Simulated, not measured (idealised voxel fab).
Proc. module: voxel local oxidation
Square cells of 5 nm make up the cross-section cut, whose width is 280 nm.
The cross-sections in this document take the form of a grid made of square cells. They are written out as bands, in order from top to bottom. Each band consists of one or more rows of cells. First you get the band's top height and its bottom height, in nm, and then the materials it's made of, left to right, with each width in nm. If you see a single material with "full width", that one covers the band edge to edge. "air" is empty space. We count height from 0. Below that, the starting wafer is all one material. The lowest band never ends at the bottom but goes on down; see "0..down" for how that is written. A two-number width, for instance "30 to 40", indicates that the width is equal to the first number in the top row of the band and to the second number in the bottom row, and that it changes by a constant amount per row of cells. A step reported as "no alteration" is a step in which no cell of the cross-section changed. In the "Internal closed voids" entry, you get each enclosed empty space of 8 cells or more, one with no open way to the top, written width x height at distance, distance from the left edge, in nm. On each step's line, the part that comes after the settings is the simulator's own comment on the step. When a step includes a mask, the "overlay nm" setting on its line states how far to the right of its planned place that mask lay, and negative values state how far to the left.
# List of planned process steps
1: RECEIVE, material Si
2: CONFORMAL_DEP, material SiO2, thk nm 5
3: CONFORMAL_DEP, material SiN, thk nm 15
4: PATTERN, tone cover, mask id ACTIVE, material resist, width nm 95, thk nm 15, overlay nm 0
5: DIRECTIONAL_ETCH, etch materials SiN, depth nm 15
6: STRIP, etch materials resist
7: SELECTIVE_ETCH, etch materials SiO2, depth nm 5
8: OXIDIZE, depth nm 15
9: STRIP, etch materials SiN
# Below: the first of two wafers, run as planned
# Cross-section of the wafer upon arrival, representing the state reached after step 1
    0..down  Si full width
    Internal closed voids: none
# You're looking at a cross-section of the wafer after step 2
    5..0  SiO2 full width
    Below a height of 0, the structure has not been altered.
# You're looking at a cross-section of the wafer after step 3
    20..5  SiN full width
    Below a height of 5, the structure has not been altered.
# You're looking at a cross-section of the wafer after step 4
    35..20  90 nm air, then 95 nm resist, then 95 nm air
    Below a height of 20, the structure has not been altered.
# You're looking at a cross-section of the wafer after step 5
    35..20  90 nm air, then 95 nm resist, then 95 nm air
    20..5  90 nm air, then 95 nm SiN, then 95 nm air
    Below a height of 5, the structure has not been altered.
# You're looking at a cross-section of the wafer after step 6
    20..5  90 nm air, then 95 nm SiN, then 95 nm air
    Below a height of 5, the structure has not been altered.
# You're looking at a cross-section of the wafer after step 7
    20..5  90 nm air, then 95 nm SiN, then 95 nm air
    5..0  95 nm air, then 85 nm SiO2, then 100 nm air
    Below a height of 0, the structure has not been altered.
# You're looking at a cross-section of the wafer after step 8
    20..5  90 nm air, then 95 nm SiN, then 95 nm air
    5..0  95 nm air, then 85 nm SiO2, then 100 nm air
    0..-15  110 nm SiO2, then 55 nm Si, then 115 nm SiO2
    Below a height of -15, the structure has not been altered.
# You're looking at a cross-section of the wafer after step 9
    5..0  95 nm air, then 85 nm SiO2, then 100 nm air
    Below a height of 0, the structure has not been altered.
# It is to be noted that the second wafer proceeded from the same initial state and according to the same plan as the first, although one mistake was committed in its execution; through step 8, inclusive, the two wafers share an identical history
# Cross-section of the second wafer corresponding to the planned conclusion of step 9
    0..-15  110 nm air, then 55 nm Si, then 115 nm air
    Below a height of -15, the structure has not been altered.
Against the plan, the run slipped here: step 9 was not run as planned; what actually ran was STRIP, etch materials SiO2
Looking at both finished wafers in cells, the second ends up ahead of or behind the first on some materials: -152 SiO2
